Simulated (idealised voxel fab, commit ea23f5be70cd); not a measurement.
Presented below is a process module, voxel gate over fins.
Xsec cut, 250 nm wide, square cell size 5 nm.
Each cross-section below is a grid of square cells, stated as bands in top-down order, with one or more rows of cells making up each band. What a band's entry tells you: where the top is and where the bottom is, as heights in nm, and after that what lies inside, material by material from left to right, each with its width in nm. Empty space is written as the word "air", and a single material marked with the word "full width" occupies the band from edge to edge. Counting heights begins at 0, where everything beneath is, in the wafer as received, one material. The lowest band has no bottom; it goes on downwards, as "0 and below" shows. The expression "30->40" gives the width at the extremes of the band, the first number at its top row of cells and the second at its bottom row, with the width changing by equal amounts from each row to the next in between. For the purposes of this document, the phrase "nothing different" attached to a step denotes that no cell within the cross-section was modified by that step. "Enclosed void inventory" - sealed voids, min. 8 cells, no opening to top; format: width x height at distance (distance from left edge; nm throughout). On each step's line, the part that comes after the settings is the simulator's own comment on the step. You can add "overlay nm" to a step's line. For a step with a mask, it describes how far the mask lay to the right of its planned position, and a negative number describes a lay to the left. For the reader: what remains of this document is a series of pairs, each showing a cross-section before one process step and a cross-section after that step which reaches down only to the lowest band that changed, with the step between them and its settings set out under the pair. It should not be assumed that a pair continues from the pair above it; the pairs can come from different runs of this module on the same starting wafer, and such continuity exists only where the entry headed "Pre-step snapshot" says so.

**Pre-step snapshot**
  0 and below | Si full width
  Enclosed void inventory: none

**Cross-Section Thereafter**
  10 down to 0 | SiN full width
  Note: structure below 0 unchanged.
  Enclosed void inventory: none
The step that takes the structure from the upper cross-section to the lower one is op CONFORMAL_DEP | material SiN | thk nm 10

Pre-step snapshot: = after-state of the pair above.

**Cross-Section Thereafter**
  25 down to 10 | aC full width
  Note: structure below 10 unchanged.
  Enclosed void inventory: none
The step that takes the structure from the upper cross-section to the lower one is op DIRECTIONAL_DEP | material aC | thk nm 15

Pre-step snapshot: = after-state of the pair above.

**Cross-Section Thereafter**
  55 down to 25 | 100 air | 15 resist | 20 air | 15 resist | 100 air
  Note: structure below 25 unchanged.
  Enclosed void inventory: none
The step that takes the structure from the upper cross-section to the lower one is op PATTERN | tone cover | mask id FINS | material resist | width nm 15 | pitch nm 35 | thk nm 30 | overlay nm 0

Pre-step snapshot: = after-state of the pair above.

**Cross-Section Thereafter**
  40 down to 25 | 100 air | 15 resist | 20 air | 15 resist | 100 air
  25 down to 10 | 100 air | 15 aC | 20 air | 15 aC | 100 air
  Note: structure below 10 unchanged.
  Enclosed void inventory: none
The step that takes the structure from the upper cross-section to the lower one is op DIRECTIONAL_ETCH | etch materials aC | depth nm 15

Pre-step snapshot: = after-state of the pair above.

**Cross-Section Thereafter**
  25 down to 10 | 100 air | 15 aC | 20 air | 15 aC | 100 air
  Note: structure below 10 unchanged.
  Enclosed void inventory: none
The step that takes the structure from the upper cross-section to the lower one is op STRIP | etch materials resist

Pre-step snapshot: = after-state of the pair above.

**Cross-Section Thereafter**
  25 down to 10 | 100 air | 15 aC | 20 air | 15 aC | 100 air
  10 down to 0 | 100 air | 15 SiN | 20 air | 15 SiN | 100 air
  Note: structure below 0 unchanged.
  Enclosed void inventory: none
The step that takes the structure from the upper cross-section to the lower one is op DIRECTIONAL_ETCH | etch materials SiN | depth nm 10

Pre-step snapshot: = after-state of the pair above.

**Cross-Section Thereafter**
  25 down to 10 | 100 air | 15 aC | 20 air | 15 aC | 100 air
  10 down to 0 | 100 air | 15 SiN | 20 air | 15 SiN | 100 air
  0 down to -40 | 100 air | 15 Si | 20 air | 15 Si | 100 air
  Note: structure below -40 unchanged.
  Enclosed void inventory: none
The step that takes the structure from the upper cross-section to the lower one is op DIRECTIONAL_ETCH | etch materials Si | depth nm 40

Pre-step snapshot: = after-state of the pair above.

**Cross-Section Thereafter**
  10 down to 0 | 100 air | 15 SiN | 20 air | 15 SiN | 100 air
  Note: structure below 0 unchanged.
  Enclosed void inventory: none
The step that takes the structure from the upper cross-section to the lower one is op STRIP | etch materials aC

Pre-step snapshot: = after-state of the pair above.

**Cross-Section Thereafter**
  25 down to 10 | SiO2 full width
  10 down to 0 | 100 SiO2 | 15 SiN | 20 SiO2 | 15 SiN | 100 SiO2
  0 down to -40 | 100 SiO2 | 15 Si | 20 SiO2 | 15 Si | 100 SiO2
  Note: structure below -40 unchanged.
  Enclosed void inventory: none
The step that takes the structure from the upper cross-section to the lower one is op FILL_DEP | material SiO2 | thk nm 15

Pre-step snapshot: = after-state of the pair above.

**Cross-Section Thereafter**
  10 down to 0 | 100 SiO2 | 15 SiN | 20 SiO2 | 15 SiN | 100 SiO2
  Note: structure below 0 unchanged.
  Enclosed void inventory: none
The step that takes the structure from the upper cross-section to the lower one is op CMP | height nm 10

Pre-step snapshot: = after-state of the pair above.

**Cross-Section Thereafter**
  10 down to 0 | 100 air | 15 SiN | 20 air | 15 SiN | 100 air
  0 down to -15 | 100 air | 15 Si | 20 air | 15 Si | 100 air
  Note: structure below -15 unchanged.
  Enclosed void inventory: none
The step that takes the structure from the upper cross-section to the lower one is op SELECTIVE_ETCH | etch materials SiO2 | depth nm 25

Pre-step snapshot: = after-state of the pair above.

**Cross-Section Thereafter**
  0 down to -15 | 100 air | 15 Si | 20 air | 15 Si | 100 air
  Note: structure below -15 unchanged.
  Enclosed void inventory: none
The step that takes the structure from the upper cross-section to the lower one is op STRIP | etch materials SiN

Pre-step snapshot: = after-state of the pair above.

**Cross-Section Thereafter**
  5 down to 0 | 95 air | 25 HfO2 | 10 air | 25 HfO2 | 95 air
  0 down to -10 | 95 air | 5 HfO2 | 15 Si | 5 HfO2 | 10 air | 5 HfO2 | 15 Si | 5 HfO2 | 95 air
  -10 down to -15 | 100 HfO2 | 15 Si | 20 HfO2 | 15 Si | 100 HfO2
  Note: structure below -15 unchanged.
  Enclosed void inventory: none
The step that takes the structure from the upper cross-section to the lower one is op CONFORMAL_DEP | material HfO2 | thk nm 5

Pre-step snapshot: = after-state of the pair above.

**Cross-Section Thereafter**
  10 down to 5 | 90 air | 70 TiN | 90 air
  5 down to 0 | 90 air | 5 TiN | 25 HfO2 | 10 TiN | 25 HfO2 | 5 TiN | 90 air
  0 down to -5 | 90 air | 5 TiN | 5 HfO2 | 15 Si | 5 HfO2 | 10 TiN | 5 HfO2 | 15 Si | 5 HfO2 | 5 TiN | 90 air
  -5 down to -10 | 95 TiN | 5 HfO2 | 15 Si | 5 HfO2 | 10 TiN | 5 HfO2 | 15 Si | 5 HfO2 | 95 TiN
  Note: structure below -10 unchanged.
  Enclosed void inventory: none
The step that takes the structure from the upper cross-section to the lower one is op CONFORMAL_DEP | material TiN | thk nm 5

Pre-step snapshot: = after-state of the pair above.

**Cross-Section Thereafter**
  15 down to 10 | 85 air | 80 TiAl | 85 air
  10 down to 5 | 85 air | 5 TiAl | 70 TiN | 5 TiAl | 85 air
  5 down to 0 | 85 air | 5 TiAl | 5 TiN | 25 HfO2 | 10 TiN | 25 HfO2 | 5 TiN | 5 TiAl | 85 air
  0 down to -5 | 90 TiAl | 5 TiN | 5 HfO2 | 15 Si | 5 HfO2 | 10 TiN | 5 HfO2 | 15 Si | 5 HfO2 | 5 TiN | 90 TiAl
  Note: structure below -5 unchanged.
  Enclosed void inventory: none
The step that takes the structure from the upper cross-section to the lower one is op CONFORMAL_DEP | material TiAl | thk nm 5

Pre-step snapshot: = after-state of the pair above.

**Cross-Section Thereafter**
  20 down to 15 | 80 air | 90 TiN | 80 air
  15 down to 10 | 80 air | 5 TiN | 80 TiAl | 5 TiN | 80 air
  10 down to 5 | 80 air | 5 TiN | 5 TiAl | 70 TiN | 5 TiAl | 5 TiN | 80 air
  5 down to 0 | 85 TiN | 5 TiAl | 5 TiN | 25 HfO2 | 10 TiN | 25 HfO2 | 5 TiN | 5 TiAl | 85 TiN
  Note: structure below 0 unchanged.
  Enclosed void inventory: none
The step that takes the structure from the upper cross-section to the lower one is op CONFORMAL_DEP | material TiN | thk nm 5

Pre-step snapshot: = after-state of the pair above.

**Cross-Section Thereafter**
  35 down to 20 | W full width
  20 down to 15 | 80 W | 90 TiN | 80 W
  15 down to 10 | 80 W | 5 TiN | 80 TiAl | 5 TiN | 80 W
  10 down to 5 | 80 W | 5 TiN | 5 TiAl | 70 TiN | 5 TiAl | 5 TiN | 80 W
  Note: structure below 5 unchanged.
  Enclosed void inventory: none
The step that takes the structure from the upper cross-section to the lower one is op FILL_DEP | material W | thk nm 15

Pre-step snapshot: = after-state of the pair above.

**Cross-Section Thereafter**
  30 down to 20 | W full width
  Note: structure below 20 unchanged.
  Enclosed void inventory: none
The step that takes the structure from the upper cross-section to the lower one is op CMP | height nm 30

Pre-step snapshot: = after-state of the pair above.

**Cross-Section Thereafter**
  35 down to 30 | SiN full width
  Note: structure below 30 unchanged.
  Enclosed void inventory: none
The step that takes the structure from the upper cross-section to the lower one is op CONFORMAL_DEP | material SiN | thk nm 5

**Pre-step snapshot**
  10 down to 5 | 90 air | 70 TiN | 90 air
  5 down to 0 | 90 air | 5 TiN | 25 HfO2 | 10 TiN | 25 HfO2 | 5 TiN | 90 air
  0 down to -5 | 90 air | 5 TiN | 5 HfO2 | 15 Si | 5 HfO2 | 10 TiN | 5 HfO2 | 15 Si | 5 HfO2 | 5 TiN | 90 air
  -5 down to -10 | 95 TiN | 5 HfO2 | 15 Si | 5 HfO2 | 10 TiN | 5 HfO2 | 15 Si | 5 HfO2 | 95 TiN
  -10 down to -15 | 100 HfO2 | 15 Si | 20 HfO2 | 15 Si | 100 HfO2
  -15 down to -40 | 100 SiO2 | 15 Si | 20 SiO2 | 15 Si | 100 SiO2
  -40 and below | Si full width
  Enclosed void inventory: none

**Cross-Section Thereafter**
  15 down to 5 | 85 air | 80 TiN | 85 air
  5 down to 0 | 85 air | 10 TiN | 25 HfO2 | 10 TiN | 25 HfO2 | 10 TiN | 85 air
  0 down to -10 | 95 TiN | 5 HfO2 | 15 Si | 5 HfO2 | 10 TiN | 5 HfO2 | 15 Si | 5 HfO2 | 95 TiN
  Note: structure below -10 unchanged.
  Enclosed void inventory: none
The step that takes the structure from the upper cross-section to the lower one is op CONFORMAL_DEP | material TiN | thk nm 5

Pre-step snapshot: = after-state of the pair above.

**Cross-Section Thereafter**
  30 down to 15 | W full width
  15 down to 5 | 85 W | 80 TiN | 85 W
  5 down to 0 | 85 W | 10 TiN | 25 HfO2 | 10 TiN | 25 HfO2 | 10 TiN | 85 W
  Note: structure below 0 unchanged.
  Enclosed void inventory: none
The step that takes the structure from the upper cross-section to the lower one is op FILL_DEP | material W | thk nm 15

Pre-step snapshot: = after-state of the pair above.

**Cross-Section Thereafter**
  35 down to 30 | SiN full width
  Note: structure below 30 unchanged.
  Enclosed void inventory: none
The step that takes the structure from the upper cross-section to the lower one is op CONFORMAL_DEP | material SiN | thk nm 5

**Pre-step snapshot**
  25 down to 10 | 100 air | 15 aC | 20 air | 15 aC | 100 air
  10 down to 0 | 100 air | 15 SiN | 20 air | 15 SiN | 100 air
  0 down to -40 | 100 air | 15 Si | 20 air | 15 Si | 100 air
  -40 and below | Si full width
  Enclosed void inventory: none

**Cross-Section Thereafter**
  25 down to 10 | 100 air | 15 aC | 20 air | 15 aC | 100 air
  10 down to 0 | 100 air | 15 SiN | 20 air | 15 SiN | 100 air
  0 down to -80 | 100 air | 15 Si | 20 air | 15 Si | 100 air
  Note: structure below -80 unchanged.
  Enclosed void inventory: none
The step that takes the structure from the upper cross-section to the lower one is op DIRECTIONAL_ETCH | etch materials Si | depth nm 40

Pre-step snapshot: = after-state of the pair above.

**Cross-Section Thereafter**
  10 down to 0 | 100 air | 15 SiN | 20 air | 15 SiN | 100 air
  Note: structure below 0 unchanged.
  Enclosed void inventory: none
The step that takes the structure from the upper cross-section to the lower one is op STRIP | etch materials aC

Pre-step snapshot: = after-state of the pair above.

**Cross-Section Thereafter**
  25 down to 10 | SiO2 full width
  10 down to 0 | 100 SiO2 | 15 SiN | 20 SiO2 | 15 SiN | 100 SiO2
  0 down to -80 | 100 SiO2 | 15 Si | 20 SiO2 | 15 Si | 100 SiO2
  Note: structure below -80 unchanged.
  Enclosed void inventory: none
The step that takes the structure from the upper cross-section to the lower one is op FILL_DEP | material SiO2 | thk nm 15

Pre-step snapshot: = after-state of the pair above.

**Cross-Section Thereafter**
  10 down to 0 | 100 SiO2 | 15 SiN | 20 SiO2 | 15 SiN | 100 SiO2
  Note: structure below 0 unchanged.
  Enclosed void inventory: none
The step that takes the structure from the upper cross-section to the lower one is op CMP | height nm 10

Pre-step snapshot: = after-state of the pair above.

**Cross-Section Thereafter**
  10 down to 0 | 100 air | 15 SiN | 20 air | 15 SiN | 100 air
  0 down to -15 | 100 air | 15 Si | 20 air | 15 Si | 100 air
  Note: structure below -15 unchanged.
  Enclosed void inventory: none
The step that takes the structure from the upper cross-section to the lower one is op SELECTIVE_ETCH | etch materials SiO2 | depth nm 25

Pre-step snapshot: = after-state of the pair above.

**Cross-Section Thereafter**
  0 down to -15 | 100 air | 15 Si | 20 air | 15 Si | 100 air
  Note: structure below -15 unchanged.
  Enclosed void inventory: none
The step that takes the structure from the upper cross-section to the lower one is op STRIP | etch materials SiN

Pre-step snapshot: = after-state of the pair above.

**Cross-Section Thereafter**
  5 down to 0 | 95 air | 25 HfO2 | 10 air | 25 HfO2 | 95 air
  0 down to -10 | 95 air | 5 HfO2 | 15 Si | 5 HfO2 | 10 air | 5 HfO2 | 15 Si | 5 HfO2 | 95 air
  -10 down to -15 | 100 HfO2 | 15 Si | 20 HfO2 | 15 Si | 100 HfO2
  Note: structure below -15 unchanged.
  Enclosed void inventory: none
The step that takes the structure from the upper cross-section to the lower one is op CONFORMAL_DEP | material HfO2 | thk nm 5

Pre-step snapshot: = after-state of the pair above.

**Cross-Section Thereafter**
  10 down to 5 | 90 air | 70 TiN | 90 air
  5 down to 0 | 90 air | 5 TiN | 25 HfO2 | 10 TiN | 25 HfO2 | 5 TiN | 90 air
  0 down to -5 | 90 air | 5 TiN | 5 HfO2 | 15 Si | 5 HfO2 | 10 TiN | 5 HfO2 | 15 Si | 5 HfO2 | 5 TiN | 90 air
  -5 down to -10 | 95 TiN | 5 HfO2 | 15 Si | 5 HfO2 | 10 TiN | 5 HfO2 | 15 Si | 5 HfO2 | 95 TiN
  Note: structure below -10 unchanged.
  Enclosed void inventory: none
The step that takes the structure from the upper cross-section to the lower one is op CONFORMAL_DEP | material TiN | thk nm 5

Pre-step snapshot: = after-state of the pair above.

**Cross-Section Thereafter**
  15 down to 10 | 85 air | 80 TiAl | 85 air
  10 down to 5 | 85 air | 5 TiAl | 70 TiN | 5 TiAl | 85 air
  5 down to 0 | 85 air | 5 TiAl | 5 TiN | 25 HfO2 | 10 TiN | 25 HfO2 | 5 TiN | 5 TiAl | 85 air
  0 down to -5 | 90 TiAl | 5 TiN | 5 HfO2 | 15 Si | 5 HfO2 | 10 TiN | 5 HfO2 | 15 Si | 5 HfO2 | 5 TiN | 90 TiAl
  Note: structure below -5 unchanged.
  Enclosed void inventory: none
The step that takes the structure from the upper cross-section to the lower one is op CONFORMAL_DEP | material TiAl | thk nm 5

Pre-step snapshot: = after-state of the pair above.

**Cross-Section Thereafter**
  20 down to 15 | 80 air | 90 TiN | 80 air
  15 down to 10 | 80 air | 5 TiN | 80 TiAl | 5 TiN | 80 air
  10 down to 5 | 80 air | 5 TiN | 5 TiAl | 70 TiN | 5 TiAl | 5 TiN | 80 air
  5 down to 0 | 85 TiN | 5 TiAl | 5 TiN | 25 HfO2 | 10 TiN | 25 HfO2 | 5 TiN | 5 TiAl | 85 TiN
  Note: structure below 0 unchanged.
  Enclosed void inventory: none
The step that takes the structure from the upper cross-section to the lower one is op CONFORMAL_DEP | material TiN | thk nm 5

Pre-step snapshot: = after-state of the pair above.

**Cross-Section Thereafter**
  35 down to 20 | W full width
  20 down to 15 | 80 W | 90 TiN | 80 W
  15 down to 10 | 80 W | 5 TiN | 80 TiAl | 5 TiN | 80 W
  10 down to 5 | 80 W | 5 TiN | 5 TiAl | 70 TiN | 5 TiAl | 5 TiN | 80 W
  Note: structure below 5 unchanged.
  Enclosed void inventory: none
The step that takes the structure from the upper cross-section to the lower one is op FILL_DEP | material W | thk nm 15

Pre-step snapshot: = after-state of the pair above.

**Cross-Section Thereafter**
  30 down to 20 | W full width
  Note: structure below 20 unchanged.
  Enclosed void inventory: none
The step that takes the structure from the upper cross-section to the lower one is op CMP | height nm 30

Pre-step snapshot: = after-state of the pair above.

**Cross-Section Thereafter**
  35 down to 30 | SiN full width
  Note: structure below 30 unchanged.
  Enclosed void inventory: none
The step that takes the structure from the upper cross-section to the lower one is op CONFORMAL_DEP | material SiN | thk nm 5

**Pre-step snapshot**
  10 down to 0 | 100 SiO2 | 15 SiN | 20 SiO2 | 15 SiN | 100 SiO2
  0 down to -40 | 100 SiO2 | 15 Si | 20 SiO2 | 15 Si | 100 SiO2
  -40 and below | Si full width
  Enclosed void inventory: none

**Cross-Section Thereafter**
  10 down to 0 | 100 SiO2 | 15 air | 20 SiO2 | 15 air | 100 SiO2
  Note: structure below 0 unchanged.
  Enclosed void inventory: none
The step that takes the structure from the upper cross-section to the lower one is op STRIP | etch materials SiN

Pre-step snapshot: = after-state of the pair above.

**Cross-Section Thereafter**
  0 down to -15 | 100 air | 15 Si | 20 air | 15 Si | 100 air
  -15 down to -25 | 75 SiO2 | 25 air | 15 Si | 20 air | 15 Si | 25 air | 75 SiO2
  Note: structure below -25 unchanged.
  Enclosed void inventory: none
The step that takes the structure from the upper cross-section to the lower one is op SELECTIVE_ETCH | etch materials SiO2 | depth nm 25

Pre-step snapshot: = after-state of the pair above.

**Cross-Section Thereafter**
  5 down to 0 | 95 air | 25 HfO2 | 10 air | 25 HfO2 | 95 air
  0 down to -10 | 95 air | 5 HfO2 | 15 Si | 5 HfO2 | 10 air | 5 HfO2 | 15 Si | 5 HfO2 | 95 air
  -10 down to -15 | 80 HfO2 | 15 air | 5 HfO2 | 15 Si | 5 HfO2 | 10 air | 5 HfO2 | 15 Si | 5 HfO2 | 15 air | 80 HfO2
  -15 down to -20 | 75 SiO2 | 5 HfO2 | 15 air | 5 HfO2 | 15 Si | 5 HfO2 | 10 air | 5 HfO2 | 15 Si | 5 HfO2 | 15 air | 5 HfO2 | 75 SiO2
  -20 down to -25 | 75 SiO2 | 25 HfO2 | 15 Si | 20 HfO2 | 15 Si | 25 HfO2 | 75 SiO2
  Note: structure below -25 unchanged.
  Enclosed void inventory: none
The step that takes the structure from the upper cross-section to the lower one is op CONFORMAL_DEP | material HfO2 | thk nm 5

Pre-step snapshot: = after-state of the pair above.

**Cross-Section Thereafter**
  10 down to 5 | 90 air | 70 TiN | 90 air
  5 down to 0 | 90 air | 5 TiN | 25 HfO2 | 10 TiN | 25 HfO2 | 5 TiN | 90 air
  0 down to -5 | 90 air | 5 TiN | 5 HfO2 | 15 Si | 5 HfO2 | 10 TiN | 5 HfO2 | 15 Si | 5 HfO2 | 5 TiN | 90 air
  -5 down to -10 | 85 TiN | 5 air | 5 TiN | 5 HfO2 | 15 Si | 5 HfO2 | 10 TiN | 5 HfO2 | 15 Si | 5 HfO2 | 5 TiN | 5 air | 85 TiN
  -10 down to -15 | 80 HfO2 | 5 TiN | 5 air | 5 TiN | 5 HfO2 | 15 Si | 5 HfO2 | 10 TiN | 5 HfO2 | 15 Si | 5 HfO2 | 5 TiN | 5 air | 5 TiN | 80 HfO2
  -15 down to -20 | 75 SiO2 | 5 HfO2 | 15 TiN | 5 HfO2 | 15 Si | 5 HfO2 | 10 TiN | 5 HfO2 | 15 Si | 5 HfO2 | 15 TiN | 5 HfO2 | 75 SiO2
  Note: structure below -20 unchanged.
  Enclosed void inventory: none
The step that takes the structure from the upper cross-section to the lower one is op CONFORMAL_DEP | material TiN | thk nm 5

Pre-step snapshot: = after-state of the pair above.

**Cross-Section Thereafter**
  15 down to 10 | 85 air | 80 TiAl | 85 air
  10 down to 5 | 85 air | 5 TiAl | 70 TiN | 5 TiAl | 85 air
  5 down to 0 | 85 air | 5 TiAl | 5 TiN | 25 HfO2 | 10 TiN | 25 HfO2 | 5 TiN | 5 TiAl | 85 air
  0 down to -5 | 90 TiAl | 5 TiN | 5 HfO2 | 15 Si | 5 HfO2 | 10 TiN | 5 HfO2 | 15 Si | 5 HfO2 | 5 TiN | 90 TiAl
  -5 down to -10 | 85 TiN | 5 TiAl | 5 TiN | 5 HfO2 | 15 Si | 5 HfO2 | 10 TiN | 5 HfO2 | 15 Si | 5 HfO2 | 5 TiN | 5 TiAl | 85 TiN
  -10 down to -15 | 80 HfO2 | 5 TiN | 5 TiAl | 5 TiN | 5 HfO2 | 15 Si | 5 HfO2 | 10 TiN | 5 HfO2 | 15 Si | 5 HfO2 | 5 TiN | 5 TiAl | 5 TiN | 80 HfO2
  Note: structure below -15 unchanged.
  Enclosed void inventory: none
The step that takes the structure from the upper cross-section to the lower one is op CONFORMAL_DEP | material TiAl | thk nm 5

Pre-step snapshot: = after-state of the pair above.

**Cross-Section Thereafter**
  20 down to 15 | 80 air | 90 TiN | 80 air
  15 down to 10 | 80 air | 5 TiN | 80 TiAl | 5 TiN | 80 air
  10 down to 5 | 80 air | 5 TiN | 5 TiAl | 70 TiN | 5 TiAl | 5 TiN | 80 air
  5 down to 0 | 85 TiN | 5 TiAl | 5 TiN | 25 HfO2 | 10 TiN | 25 HfO2 | 5 TiN | 5 TiAl | 85 TiN
  Note: structure below 0 unchanged.
  Enclosed void inventory: none
The step that takes the structure from the upper cross-section to the lower one is op CONFORMAL_DEP | material TiN | thk nm 5

Pre-step snapshot: = after-state of the pair above.

**Cross-Section Thereafter**
  35 down to 20 | W full width
  20 down to 15 | 80 W | 90 TiN | 80 W
  15 down to 10 | 80 W | 5 TiN | 80 TiAl | 5 TiN | 80 W
  10 down to 5 | 80 W | 5 TiN | 5 TiAl | 70 TiN | 5 TiAl | 5 TiN | 80 W
  Note: structure below 5 unchanged.
  Enclosed void inventory: none
The step that takes the structure from the upper cross-section to the lower one is op FILL_DEP | material W | thk nm 15

Pre-step snapshot: = after-state of the pair above.

**Cross-Section Thereafter**
  30 down to 20 | W full width
  Note: structure below 20 unchanged.
  Enclosed void inventory: none
The step that takes the structure from the upper cross-section to the lower one is op CMP | height nm 30

Pre-step snapshot: = after-state of the pair above.

**Cross-Section Thereafter**
  35 down to 30 | SiN full width
  Note: structure below 30 unchanged.
  Enclosed void inventory: none
The step that takes the structure from the upper cross-section to the lower one is op CONFORMAL_DEP | material SiN | thk nm 5

**Pre-step snapshot**
  30 down to 20 | W full width
  20 down to 15 | 80 W | 90 TiN | 80 W
  15 down to 10 | 80 W | 5 TiN | 80 TiAl | 5 TiN | 80 W
  10 down to 5 | 80 W | 5 TiN | 5 TiAl | 70 TiN | 5 TiAl | 5 TiN | 80 W
  5 down to 0 | 85 TiN | 5 TiAl | 5 TiN | 25 HfO2 | 10 TiN | 25 HfO2 | 5 TiN | 5 TiAl | 85 TiN
  0 down to -5 | 90 TiAl | 5 TiN | 5 HfO2 | 15 Si | 5 HfO2 | 10 TiN | 5 HfO2 | 15 Si | 5 HfO2 | 5 TiN | 90 TiAl
  -5 down to -10 | 95 TiN | 5 HfO2 | 15 Si | 5 HfO2 | 10 TiN | 5 HfO2 | 15 Si | 5 HfO2 | 95 TiN
  -10 down to -15 | 100 HfO2 | 15 Si | 20 HfO2 | 15 Si | 100 HfO2
  -15 down to -40 | 100 SiO2 | 15 Si | 20 SiO2 | 15 Si | 100 SiO2
  -40 and below | Si full width
  Enclosed void inventory: none

**Cross-Section Thereafter**
  45 down to 30 | SiN full width
  Note: structure below 30 unchanged.
  Enclosed void inventory: none
The step that takes the structure from the upper cross-section to the lower one is op CONFORMAL_DEP | material SiN | thk nm 15

**Pre-step snapshot**
  25 down to 10 | aC full width
  10 down to 0 | SiN full width
  0 and below | Si full width
  Enclosed void inventory: none

**Cross-Section Thereafter**
  55 down to 25 | 100 air | 20 resist | 15 air | 20 resist | 95 air
  Note: structure below 25 unchanged.
  Enclosed void inventory: none
The step that takes the structure from the upper cross-section to the lower one is op PATTERN | tone cover | mask id FINS | material resist | width nm 20 | pitch nm 35 | thk nm 30 | overlay nm 0

Pre-step snapshot: = after-state of the pair above.

**Cross-Section Thereafter**
  40 down to 25 | 100 air | 20 resist | 15 air | 20 resist | 95 air
  25 down to 10 | 100 air | 20 aC | 15 air | 20 aC | 95 air
  Note: structure below 10 unchanged.
  Enclosed void inventory: none
The step that takes the structure from the upper cross-section to the lower one is op DIRECTIONAL_ETCH | etch materials aC | depth nm 15

Pre-step snapshot: = after-state of the pair above.

**Cross-Section Thereafter**
  25 down to 10 | 100 air | 20 aC | 15 air | 20 aC | 95 air
  Note: structure below 10 unchanged.
  Enclosed void inventory: none
The step that takes the structure from the upper cross-section to the lower one is op STRIP | etch materials resist

Pre-step snapshot: = after-state of the pair above.

**Cross-Section Thereafter**
  25 down to 10 | 100 air | 20 aC | 15 air | 20 aC | 95 air
  10 down to 0 | 100 air | 20 SiN | 15 air | 20 SiN | 95 air
  Note: structure below 0 unchanged.
  Enclosed void inventory: none
The step that takes the structure from the upper cross-section to the lower one is op DIRECTIONAL_ETCH | etch materials SiN | depth nm 10

Pre-step snapshot: = after-state of the pair above.

**Cross-Section Thereafter**
  25 down to 10 | 100 air | 20 aC | 15 air | 20 aC | 95 air
  10 down to 0 | 100 air | 20 SiN | 15 air | 20 SiN | 95 air
  0 down to -40 | 100 air | 20 Si | 15 air | 20 Si | 95 air
  Note: structure below -40 unchanged.
  Enclosed void inventory: none
The step that takes the structure from the upper cross-section to the lower one is op DIRECTIONAL_ETCH | etch materials Si | depth nm 40

Pre-step snapshot: = after-state of the pair above.

**Cross-Section Thereafter**
  10 down to 0 | 100 air | 20 SiN | 15 air | 20 SiN | 95 air
  Note: structure below 0 unchanged.
  Enclosed void inventory: none
The step that takes the structure from the upper cross-section to the lower one is op STRIP | etch materials aC

Pre-step snapshot: = after-state of the pair above.

**Cross-Section Thereafter**
  25 down to 10 | SiO2 full width
  10 down to 0 | 100 SiO2 | 20 SiN | 15 SiO2 | 20 SiN | 95 SiO2
  0 down to -40 | 100 SiO2 | 20 Si | 15 SiO2 | 20 Si | 95 SiO2
  Note: structure below -40 unchanged.
  Enclosed void inventory: none
The step that takes the structure from the upper cross-section to the lower one is op FILL_DEP | material SiO2 | thk nm 15

Pre-step snapshot: = after-state of the pair above.

**Cross-Section Thereafter**
  10 down to 0 | 100 SiO2 | 20 SiN | 15 SiO2 | 20 SiN | 95 SiO2
  Note: structure below 0 unchanged.
  Enclosed void inventory: none
The step that takes the structure from the upper cross-section to the lower one is op CMP | height nm 10

Pre-step snapshot: = after-state of the pair above.

**Cross-Section Thereafter**
  10 down to 0 | 100 air | 20 SiN | 15 air | 20 SiN | 95 air
  0 down to -15 | 100 air | 20 Si | 15 air | 20 Si | 95 air
  Note: structure below -15 unchanged.
  Enclosed void inventory: none
The step that takes the structure from the upper cross-section to the lower one is op SELECTIVE_ETCH | etch materials SiO2 | depth nm 25

Pre-step snapshot: = after-state of the pair above.

**Cross-Section Thereafter**
  0 down to -15 | 100 air | 20 Si | 15 air | 20 Si | 95 air
  Note: structure below -15 unchanged.
  Enclosed void inventory: none
The step that takes the structure from the upper cross-section to the lower one is op STRIP | etch materials SiN

Pre-step snapshot: = after-state of the pair above.

**Cross-Section Thereafter**
  5 down to 0 | 95 air | 30 HfO2 | 5 air | 30 HfO2 | 90 air
  0 down to -10 | 95 air | 5 HfO2 | 20 Si | 5 HfO2 | 5 air | 5 HfO2 | 20 Si | 5 HfO2 | 90 air
  -10 down to -15 | 100 HfO2 | 20 Si | 15 HfO2 | 20 Si | 95 HfO2
  Note: structure below -15 unchanged.
  Enclosed void inventory: none
The step that takes the structure from the upper cross-section to the lower one is op CONFORMAL_DEP | material HfO2 | thk nm 5

Pre-step snapshot: = after-state of the pair above.

**Cross-Section Thereafter**
  10 down to 5 | 90 air | 75 TiN | 85 air
  5 down to 0 | 90 air | 5 TiN | 30 HfO2 | 5 TiN | 30 HfO2 | 5 TiN | 85 air
  0 down to -5 | 90 air | 5 TiN | 5 HfO2 | 20 Si | 5 HfO2 | 5 TiN | 5 HfO2 | 20 Si | 5 HfO2 | 5 TiN | 85 air
  -5 down to -10 | 95 TiN | 5 HfO2 | 20 Si | 5 HfO2 | 5 TiN | 5 HfO2 | 20 Si | 5 HfO2 | 90 TiN
  Note: structure below -10 unchanged.
  Enclosed void inventory: none
The step that takes the structure from the upper cross-section to the lower one is op CONFORMAL_DEP | material TiN | thk nm 5

Pre-step snapshot: = after-state of the pair above.

**Cross-Section Thereafter**
  15 down to 10 | 85 air | 85 TiAl | 80 air
  10 down to 5 | 85 air | 5 TiAl | 75 TiN | 5 TiAl | 80 air
  5 down to 0 | 85 air | 5 TiAl | 5 TiN | 30 HfO2 | 5 TiN | 30 HfO2 | 5 TiN | 5 TiAl | 80 air
  0 down to -5 | 90 TiAl | 5 TiN | 5 HfO2 | 20 Si | 5 HfO2 | 5 TiN | 5 HfO2 | 20 Si | 5 HfO2 | 5 TiN | 85 TiAl
  Note: structure below -5 unchanged.
  Enclosed void inventory: none
The step that takes the structure from the upper cross-section to the lower one is op CONFORMAL_DEP | material TiAl | thk nm 5

Pre-step snapshot: = after-state of the pair above.

**Cross-Section Thereafter**
  20 down to 15 | 80 air | 95 TiN | 75 air
  15 down to 10 | 80 air | 5 TiN | 85 TiAl | 5 TiN | 75 air
  10 down to 5 | 80 air | 5 TiN | 5 TiAl | 75 TiN | 5 TiAl | 5 TiN | 75 air
  5 down to 0 | 85 TiN | 5 TiAl | 5 TiN | 30 HfO2 | 5 TiN | 30 HfO2 | 5 TiN | 5 TiAl | 80 TiN
  Note: structure below 0 unchanged.
  Enclosed void inventory: none
The step that takes the structure from the upper cross-section to the lower one is op CONFORMAL_DEP | material TiN | thk nm 5
